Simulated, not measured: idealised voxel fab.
The following process module bears the name voxel self aligned contacts.
cross-section cut | 240 nm wide | cells 5 nm
Each cross-section below is a grid of square cells, stated as bands in top-down order, with one or more rows of cells making up each band. The entry gives the band's vertical extent as a top height and a bottom height in nm, then its horizontal make-up as materials from left to right, each with a width in nm. "empty" stands for empty space; a single material marked "full width" fills the band edge to edge. Heights from 0 (as-received wafer is one material below). Bottom band endless downward, as "0 and below". The width entry "30..40" should be interpreted row by row: the top row of cells in the band takes the first number, the bottom row takes the second number, and the change between adjacent rows is uniform throughout. Basically "no change occurred" means that step didn't change any cell in the cross-section. Enclosed voids (no open way to top), threshold 8 cells or more, entry "Sealed void list", notation width x height at distance, distance from left edge, nm. On a step's line, text after the settings is the simulator commenting on that step. When a step includes a mask, the "overlay nm" setting on its line states how far to the right of its planned place that mask lay, and negative values state how far to the left.

**The planned process steps are enumerated hereunder**
- 1: RECEIVE | material Si
- 2: OXIDIZE | depth nm 5
- 3: DIRECTIONAL_DEP | material polySi | thk nm 30
- 4: DIRECTIONAL_DEP | material SiN | thk nm 15
- 5: MASKED_ETCH | tone cover | mask id GATE | width nm 30 | pitch nm 60 | etch materials SiN | depth nm 15 | overlay nm 0
- 6: MASKED_ETCH | tone cover | mask id GATE | width nm 30 | pitch nm 60 | etch materials polySi | depth nm 30 | overlay nm 0
- 7: CONFORMAL_DEP | material SiN | thk nm 5
- 8: DIRECTIONAL_ETCH | etch materials SiN | depth nm 5
- 9: FILL_DEP | material SiO2 | thk nm 20
- 10: CMP | height nm 55
- 11: DIRECTIONAL_DEP | material aC | thk nm 15
- 12: PATTERN | tone open | mask id CONTACT | material resist | width nm 40 | thk nm 30 | overlay nm 0
- 13: DIRECTIONAL_ETCH | etch materials aC | depth nm 15
- 14: STRIP | etch materials resist
- 15: DIRECTIONAL_ETCH | etch materials SiO2 | depth nm 60
- 16: STRIP | etch materials aC
- 17: CONFORMAL_DEP | material TiN | thk nm 5
- 18: FILL_DEP | material Ru | thk nm 5
- 19: CMP | height nm 55
- 20: CONFORMAL_DEP | material SiCN | thk nm 5

**As received (post step 1): cross-section**
- 0 and below: Si full width
- Sealed void list: none

**First of two wafers, end-of-module section, run followed plan**
- 60 down to 55: SiCN full width
- 55 down to 45: SiO2: 100; TiN: 5..15; Ru: 30..10; TiN: 5..15; SiO2: 100
- 45 down to 30: SiO2: 70; SiN: 40; TiN: 5; Ru: 10; TiN: 5; SiN: 40; SiO2: 70
- 30 down to 0: SiO2: 70; SiN: 5; polySi: 30; SiN: 5; TiN: 5; Ru: 10; TiN: 5; SiN: 5; polySi: 30; SiN: 5; SiO2: 70
- 0 down to -5: SiO2: 110; TiN: 20; SiO2: 110
- -5 and below: Si full width
- Sealed void list: none

**second wafer at the end: like start, like plan, one mistake**
- 60 down to 55: SiCN full width
- 55 down to 45: SiO2: 100; TiN: 5..15; Ru: 30..10; TiN: 5..15; SiO2: 100
- 45 down to 20: SiO2: 70; SiN: 5; polySi: 30; SiN: 5; TiN: 5; Ru: 10; TiN: 5; SiN: 5; polySi: 30; SiN: 5; SiO2: 70
- 20 down to 15: SiO2: 70; SiN: 5; polySi: 30; SiN: 5; TiN: 20; SiN: 5; polySi: 30; SiN: 5; SiO2: 70
- 15 down to 0: SiN full width
- 0 down to -5: SiO2 full width
- -5 and below: Si full width
- Sealed void list: none
Processing error: steps 3 and 4 got flipped, so each one ran where the other should have
End of process, cell counts, second wafer against first, materials with more or fewer: -8 Ru | +96 SiN | -80 SiO2 | -8 TiN
